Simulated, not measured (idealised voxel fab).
process module | voxel self aligned contacts
cross-section cut | 280 nm wide | cells 5 nm
A cross-section is a grid of square cells, given in bands from the top down. A band is one or more rows of cells.
Each band's line starts with the height of the band's top and of its bottom, in nm. Then come its materials from left to right, each with its width in nm. One material with "throughout" fills the band from edge to edge. "air" is empty space.
Height 0 is the level under which the wafer as received is all one material. The lowest band goes on downwards, as in "0 down".
A width such as "30 to 40" changes by the same amount from each row of cells to the next, from the band's top row to its bottom row.
"no change" after a step means that no cell of the cross-section changed.
closed voids: empty space of 8 cells or more with no open way to the top, each as width x height at its distance from the left edge, in nm
after a step's settings: what the simulator itself notes on the step
overlay nm, on a step with a mask: how far to the right of its planned place the mask lay; to the left if negative
plan
1 op RECEIVE | material Si
2 op CONFORMAL_DEP | material SiO2 | thk nm 5
3 op DIRECTIONAL_DEP | material polySi | thk nm 20
4 op DIRECTIONAL_DEP | material SiN | thk nm 15
5 op PATTERN | tone cover | mask id GATE | material resist | width nm 25 | pitch nm 50 | thk nm 20 | overlay nm 0
6 op DIRECTIONAL_ETCH | etch materials SiN | depth nm 15
7 op DIRECTIONAL_ETCH | etch materials polySi | depth nm 20
8 op STRIP | etch materials resist
9 op CONFORMAL_DEP | material SiN | thk nm 5
10 op DIRECTIONAL_ETCH | etch materials SiN | depth nm 5
11 op FILL_DEP | material SiO2 | thk nm 15
12 op CMP | height nm 45
13 op MASKED_ETCH | tone open | mask id CONTACT | width nm 35 | etch materials SiO2 | depth nm 45 | overlay nm 0
14 op CONFORMAL_DEP | material TiN | thk nm 5
15 op FILL_DEP | material W | thk nm 10
16 op CMP | height nm 45
17 op CONFORMAL_DEP | material SiCN | thk nm 5
first wafer, as planned
as received, after step 1
  0 down: Si throughout
  closed voids: none
after step 2
  5 to 0: SiO2 throughout
  below 0: unchanged
after step 3
  25 to 5: polySi throughout
  below 5: unchanged
after step 4
  40 to 25: SiN throughout
  below 25: unchanged
after step 5
  60 to 40: air 100 | resist 25 | air 25 | resist 25 | air 105
  below 40: unchanged
after step 6
  60 to 40: air 100 | resist 25 | air 25 | resist 25 | air 105
  40 to 25: air 100 | SiN 25 | air 25 | SiN 25 | air 105
  below 25: unchanged
after step 7
  60 to 40: air 100 | resist 25 | air 25 | resist 25 | air 105
  40 to 25: air 100 | SiN 25 | air 25 | SiN 25 | air 105
  25 to 5: air 100 | polySi 25 | air 25 | polySi 25 | air 105
  below 5: unchanged
after step 8
  40 to 25: air 100 | SiN 25 | air 25 | SiN 25 | air 105
  below 25: unchanged
after step 9
  45 to 25: air 95 | SiN 35 | air 15 | SiN 35 | air 100
  25 to 10: air 95 | SiN 5 | polySi 25 | SiN 5 | air 15 | SiN 5 | polySi 25 | SiN 5 | air 100
  10 to 5: SiN 100 | polySi 25 | SiN 25 | polySi 25 | SiN 105
  below 5: unchanged
after step 10
  40 to 25: air 95 | SiN 35 | air 15 | SiN 35 | air 100
  25 to 5: air 95 | SiN 5 | polySi 25 | SiN 5 | air 15 | SiN 5 | polySi 25 | SiN 5 | air 100
  below 5: unchanged
after step 11
  55 to 40: SiO2 throughout
  40 to 25: SiO2 95 | SiN 35 | SiO2 15 | SiN 35 | SiO2 100
  25 to 5: SiO2 95 | SiN 5 | polySi 25 | SiN 5 | SiO2 15 | SiN 5 | polySi 25 | SiN 5 | SiO2 100
  below 5: unchanged
after step 12
  45 to 40: SiO2 throughout
  below 40: unchanged
after step 13
  45 to 40: SiO2 120 | air 35 | SiO2 125
  40 to 25: SiO2 95 | SiN 35 | air 15 | SiN 35 | SiO2 100
  25 to 5: SiO2 95 | SiN 5 | polySi 25 | SiN 5 | air 15 | SiN 5 | polySi 25 | SiN 5 | SiO2 100
  5 to 0: SiO2 130 | air 15 | SiO2 135
  below 0: unchanged
after step 14
  50 to 45: TiN 125 | air 25 | TiN 130
  45 to 40: SiO2 120 | TiN 15 | air 5 | TiN 15 | SiO2 125
  40 to 25: SiO2 95 | SiN 35 | TiN 5 | air 5 | TiN 5 | SiN 35 | SiO2 100
  25 to 5: SiO2 95 | SiN 5 | polySi 25 | SiN 5 | TiN 5 | air 5 | TiN 5 | SiN 5 | polySi 25 | SiN 5 | SiO2 100
  5 to 0: SiO2 130 | TiN 15 | SiO2 135
  below 0: unchanged
after step 15
  60 to 50: W throughout
  50 to 45: TiN 125 | W 25 | TiN 130
  45 to 40: SiO2 120 | TiN 15 | W 5 | TiN 15 | SiO2 125
  40 to 25: SiO2 95 | SiN 35 | TiN 5 | W 5 | TiN 5 | SiN 35 | SiO2 100
  25 to 5: SiO2 95 | SiN 5 | polySi 25 | SiN 5 | TiN 5 | W 5 | TiN 5 | SiN 5 | polySi 25 | SiN 5 | SiO2 100
  below 5: unchanged
after step 16
  45 to 40: SiO2 120 | TiN 15 | W 5 | TiN 15 | SiO2 125
  below 40: unchanged
after step 17
  50 to 45: SiCN throughout
  below 45: unchanged
second wafer: like start, like plan, one mistake. Through step 1 it matches the first wafer
when step 2 should have ended
  20 to 0: polySi throughout
  below 0: unchanged
when step 3 should have ended
  25 to 20: SiO2 throughout
  below 20: unchanged
when step 4 should have ended
  40 to 25: SiN throughout
  below 25: unchanged
when step 5 should have ended
  60 to 40: air 100 | resist 25 | air 25 | resist 25 | air 105
  below 40: unchanged
when step 6 should have ended
  60 to 40: air 100 | resist 25 | air 25 | resist 25 | air 105
  40 to 25: air 100 | SiN 25 | air 25 | SiN 25 | air 105
  below 25: unchanged
when step 7 should have ended: no change
when step 8 should have ended
  40 to 25: air 100 | SiN 25 | air 25 | SiN 25 | air 105
  below 25: unchanged
when step 9 should have ended
  45 to 30: air 95 | SiN 35 | air 15 | SiN 35 | air 100
  30 to 25: SiN throughout
  below 25: unchanged
when step 10 should have ended
  40 to 25: air 95 | SiN 35 | air 15 | SiN 35 | air 100
  below 25: unchanged
when step 11 should have ended
  55 to 40: SiO2 throughout
  40 to 25: SiO2 95 | SiN 35 | SiO2 15 | SiN 35 | SiO2 100
  below 25: unchanged
when step 12 should have ended
  45 to 40: SiO2 throughout
  below 40: unchanged
when step 13 should have ended
  45 to 40: SiO2 120 | air 35 | SiO2 125
  40 to 25: SiO2 95 | SiN 35 | air 15 | SiN 35 | SiO2 100
  25 to 20: SiO2 130 | air 15 | SiO2 135
  below 20: unchanged
when step 14 should have ended
  50 to 45: TiN 125 | air 25 | TiN 130
  45 to 40: SiO2 120 | TiN 15 | air 5 | TiN 15 | SiO2 125
  40 to 25: SiO2 95 | SiN 35 | TiN 5 | air 5 | TiN 5 | SiN 35 | SiO2 100
  25 to 20: SiO2 130 | TiN 15 | SiO2 135
  below 20: unchanged
when step 15 should have ended
  60 to 50: W throughout
  50 to 45: TiN 125 | W 25 | TiN 130
  45 to 40: SiO2 120 | TiN 15 | W 5 | TiN 15 | SiO2 125
  40 to 25: SiO2 95 | SiN 35 | TiN 5 | W 5 | TiN 5 | SiN 35 | SiO2 100
  below 25: unchanged
when step 16 should have ended
  45 to 40: SiO2 120 | TiN 15 | W 5 | TiN 15 | SiO2 125
  below 40: unchanged
when step 17 should have ended
  50 to 45: SiCN throughout
  below 45: unchanged
what went wrong: steps 2 and 3 were swapped
at the end the second wafer has, in cells: 16 fewer of SiN | 156 fewer of SiO2 | 8 fewer of TiN | 4 fewer of W | 184 more of polySi
